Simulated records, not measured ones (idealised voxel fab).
Title: Process Module voxel gate over fins
FYI the section here is cut, 170 nm wide, cells are 5 nm squares.
A cross-section is written here as square cells arranged in a grid, and it is given in bands from the top down, each band taking up one or more rows of cells. Band: top and bottom heights (nm) first, top before bottom; then materials from left to right, widths in nm. "all across" marks a sole material filling the band edge to edge. "air" denotes empty space. Measure heights from 0. That's the level where, below it, the as-received wafer is all one material. The lowest band is bottomless and extends downward; write it as in "0 -> down". A two-number width, for instance "30 to 40", indicates that the width is equal to the first number in the top row of the band and to the second number in the bottom row, and that it changes by a constant amount per row of cells. The cross-section has no changed cell in any step marked "nothing got changed". Heads up: "Voids, fully enclosed" only lists the empty pockets with no open path to the top that are 8 cells or more, and it writes them as width x height at distance, distance from the left edge, in nm. after a step's settings: what the simulator itself notes on the step. When a step includes a mask, the "overlay nm" setting on its line states how far to the right of its planned place that mask lay, and negative values state how far to the left.

Listed below are the process steps as planned:
1,RECEIVE with material Si
2,CONFORMAL_DEP with material SiN, thk nm 10
3,DIRECTIONAL_DEP with material aC, thk nm 10
4,PATTERN with tone cover, mask id FINS, material resist, width nm 15, pitch nm 60, thk nm 30, overlay nm -15
5,DIRECTIONAL_ETCH with etch materials aC, depth nm 10
6,STRIP with etch materials resist
7,DIRECTIONAL_ETCH with etch materials SiN, depth nm 10
8,DIRECTIONAL_ETCH with etch materials Si, depth nm 35
9,STRIP with etch materials aC
10,OXIDIZE with depth nm 5
11,FILL_DEP with material SiO2, thk nm 5
12,CMP with height nm 10
13,DIRECTIONAL_DEP with material aC, thk nm 15
14,PATTERN with tone open, mask id RAIL, material resist, width nm 15, thk nm 30, overlay nm 0
15,DIRECTIONAL_ETCH with etch materials aC, depth nm 15
16,STRIP with etch materials resist
17,DIRECTIONAL_ETCH with etch materials SiO2, depth nm 40
18,STRIP with etch materials aC
19,CONFORMAL_DEP with material TiN, thk nm 5
20,FILL_DEP with material Ru, thk nm 10
21,CMP with height nm 10
22,SELECTIVE_ETCH with etch materials W Ru TiN, depth nm 30
23,FILL_DEP with material SiO2, thk nm 5
24,CMP with height nm 10
25,SELECTIVE_ETCH with etch materials SiO2, depth nm 25
26,STRIP with etch materials SiN
27,CONFORMAL_DEP with material HfO2, thk nm 5
28,CONFORMAL_DEP with material TiN, thk nm 5
29,CONFORMAL_DEP with material TiAl, thk nm 5
30,CONFORMAL_DEP with material TiN, thk nm 5
31,FILL_DEP with material W, thk nm 15
32,CMP with height nm 30
33,CONFORMAL_DEP with material SiCN, thk nm 5
varied across the wafers: overlay nm of step 4. The plan shows the first wafer's value. All wafers start alike

Cross-section: the first of several wafers in its as-received state, i.e. following step 1:
  0 -> down  Si all across
  Voids, fully enclosed: none

Tabulated below, wafer by wafer, are the end-of-module results: for each material, the number of cells gained (+) or lost (-) relative to the as-received state, followed by the closed voids:
overlay nm -15, +46 HfO2, +1 Ru, -256 Si, +34 SiCN, +154 SiO2, +46 TiAl, +97 TiN, +116 W, Voids, fully enclosed: none
overlay nm -10, +46 HfO2, +1 Ru, -256 Si, +34 SiCN, +154 SiO2, +46 TiAl, +97 TiN, +116 W, Voids, fully enclosed: none
overlay nm -5, +46 HfO2, +1 Ru, -256 Si, +34 SiCN, +154 SiO2, +46 TiAl, +97 TiN, +116 W, Voids, fully enclosed: none
overlay nm 0, +46 HfO2, +1 Ru, -256 Si, +34 SiCN, +154 SiO2, +46 TiAl, +97 TiN, +116 W, Voids, fully enclosed: none
overlay nm 5, +46 HfO2, +1 Ru, -256 Si, +34 SiCN, +154 SiO2, +46 TiAl, +97 TiN, +116 W, Voids, fully enclosed: none
overlay nm 10, +46 HfO2, +1 Ru, -256 Si, +34 SiCN, +154 SiO2, +46 TiAl, +97 TiN, +116 W, Voids, fully enclosed: none
overlay nm 15, +46 HfO2, +1 Ru, -256 Si, +34 SiCN, +154 SiO2, +46 TiAl, +97 TiN, +116 W, Voids, fully enclosed: none
